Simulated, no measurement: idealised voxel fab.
Title: Process Module voxel plated lines
The cross-section on display is named cut; it measures 245 nm wide, and its cells are 5 nm squares.
Throughout this document, each cross-section is represented as a grid of square cells and is presented as a sequence of bands enumerated from the top downward, where a band comprises one or more rows of cells.
In this notation a band is specified by the heights of its top and bottom, in that order and in nm, after which its materials appear from left to right, each paired with its width in nm. The word "edge to edge" attached to a single material means that material fills the band from edge to edge; the word "air" stands for empty space.
Below 0: as-received wafer, all one material; heights counted from there. Lowest band: no bottom, goes on down, written "0 down".
The expression "30 to 40" gives the width at the extremes of the band, the first number at its top row of cells and the second at its bottom row, with the width changing by equal amounts from each row to the next in between.
"nothing different" after a step means that no cell of the cross-section changed.
"closed voids" means: voids of 8 cells or more that are shut off from the top with no open way through. Written width x height at distance, distance from the left edge, in nm.
Heads up: the bit after the settings on a step's line is the simulator's remark on that step.
"overlay nm", when on a step's line for a step with a mask, measures how far to the right of its planned place the mask lay; a negative measure means to the left.
Steps in the process plan:
| 1 | RECEIVE: material Si |
| 2 | CONFORMAL_DEP: material SiN, thk nm 15 |
| 3 | DIRECTIONAL_DEP: material TiN, thk nm 5 |
| 4 | PATTERN: tone open, mask id LINES, material resist, width nm 15, pitch nm 35, thk nm 40, overlay nm 0 |
| 5 | EPI: material Ru, thk nm 5 |
| 6 | EPI: material Ru, thk nm 5 |
| 7 | EPI: material Ru, thk nm 5 |
| 8 | STRIP: etch materials resist |
| 9 | DIRECTIONAL_ETCH: etch materials TiN, depth nm 5 |
| 10 | CONFORMAL_DEP: material SiN, thk nm 10 |
The first of the two wafers, which ran as planned:
Cross-section of the incoming wafer, state after step 1:
* 0 down  Si edge to edge
* closed voids: none
Upon completion of step 2, the wafer appears in cross-section as shown:
* 15 to 0  SiN edge to edge
* Below 0, the layers are the same as they were.
Upon completion of step 3, the wafer appears in cross-section as shown:
* 20 to 15  TiN edge to edge
* Below 15, the layers are the same as they were.
Upon completion of step 4, the wafer appears in cross-section as shown:
* 60 to 20  resist (80); air (15); resist (20); air (15); resist (20); air (15); resist (80)
* Below 20, the layers are the same as they were.
Upon completion of step 5, the wafer appears in cross-section as shown:
* 60 to 25  resist (80); air (15); resist (20); air (15); resist (20); air (15); resist (80)
* 25 to 20  resist (80); Ru (15); resist (20); Ru (15); resist (20); Ru (15); resist (80)
* Below 20, the layers are the same as they were.
Upon completion of step 6, the wafer appears in cross-section as shown:
* 60 to 30  resist (80); air (15); resist (20); air (15); resist (20); air (15); resist (80)
* 30 to 20  resist (80); Ru (15); resist (20); Ru (15); resist (20); Ru (15); resist (80)
* Below 20, the layers are the same as they were.
Upon completion of step 7, the wafer appears in cross-section as shown:
* 60 to 35  resist (80); air (15); resist (20); air (15); resist (20); air (15); resist (80)
* 35 to 20  resist (80); Ru (15); resist (20); Ru (15); resist (20); Ru (15); resist (80)
* Below 20, the layers are the same as they were.
Upon completion of step 8, the wafer appears in cross-section as shown:
* 35 to 20  air (80); Ru (15); air (20); Ru (15); air (20); Ru (15); air (80)
* Below 20, the layers are the same as they were.
Upon completion of step 9, the wafer appears in cross-section as shown:
* 35 to 20  air (80); Ru (15); air (20); Ru (15); air (20); Ru (15); air (80)
* 20 to 15  air (80); TiN (15); air (20); TiN (15); air (20); TiN (15); air (80)
* Below 15, the layers are the same as they were.
Upon completion of step 10, the wafer appears in cross-section as shown:
* 45 to 35  air (70); SiN (105); air (70)
* 35 to 25  air (70); SiN (10); Ru (15); SiN (20); Ru (15); SiN (20); Ru (15); SiN (10); air (70)
* 25 to 20  SiN (80); Ru (15); SiN (20); Ru (15); SiN (20); Ru (15); SiN (80)
* 20 to 15  SiN (80); TiN (15); SiN (20); TiN (15); SiN (20); TiN (15); SiN (80)
* Below 15, the layers are the same as they were.
The second wafer began exactly as the first did and followed the same plan, but one mistake was made while running it; through step 3 inclusive, the two wafers are identical:
Cross-section, second wafer, at the end time the plan gives for step 4:
* 25 to 20  Ru edge to edge
* Below 20, the layers are the same as they were.
Cross-section, second wafer, at the end time the plan gives for step 5:
* 65 to 25  resist (80); air (15); resist (20); air (15); resist (20); air (15); resist (80)
* Below 25, the layers are the same as they were.
Cross-section, second wafer, at the end time the plan gives for step 6:
* 65 to 30  resist (80); air (15); resist (20); air (15); resist (20); air (15); resist (80)
* 30 to 25  resist (80); Ru (15); resist (20); Ru (15); resist (20); Ru (15); resist (80)
* Below 25, the layers are the same as they were.
Cross-section, second wafer, at the end time the plan gives for step 7:
* 65 to 35  resist (80); air (15); resist (20); air (15); resist (20); air (15); resist (80)
* 35 to 25  resist (80); Ru (15); resist (20); Ru (15); resist (20); Ru (15); resist (80)
* Below 25, the layers are the same as they were.
Cross-section, second wafer, at the end time the plan gives for step 8:
* 35 to 25  air (80); Ru (15); air (20); Ru (15); air (20); Ru (15); air (80)
* Below 25, the layers are the same as they were.
Cross-section, second wafer, at the end time the plan gives for step 9: nothing different
Cross-section, second wafer, at the end time the plan gives for step 10:
* 45 to 35  air (70); SiN (105); air (70)
* 35 to 25  SiN (80); Ru (15); SiN (20); Ru (15); SiN (20); Ru (15); SiN (80)
* Below 25, the layers are the same as they were.
Which mistake was made when the wafer was run? steps 4 and 5 got flipped, so each one ran where the other should have
Per the end-of-run cell counts, the second wafer holds more or fewer of some materials than the first: +40 Ru | -24 SiN | +40 TiN
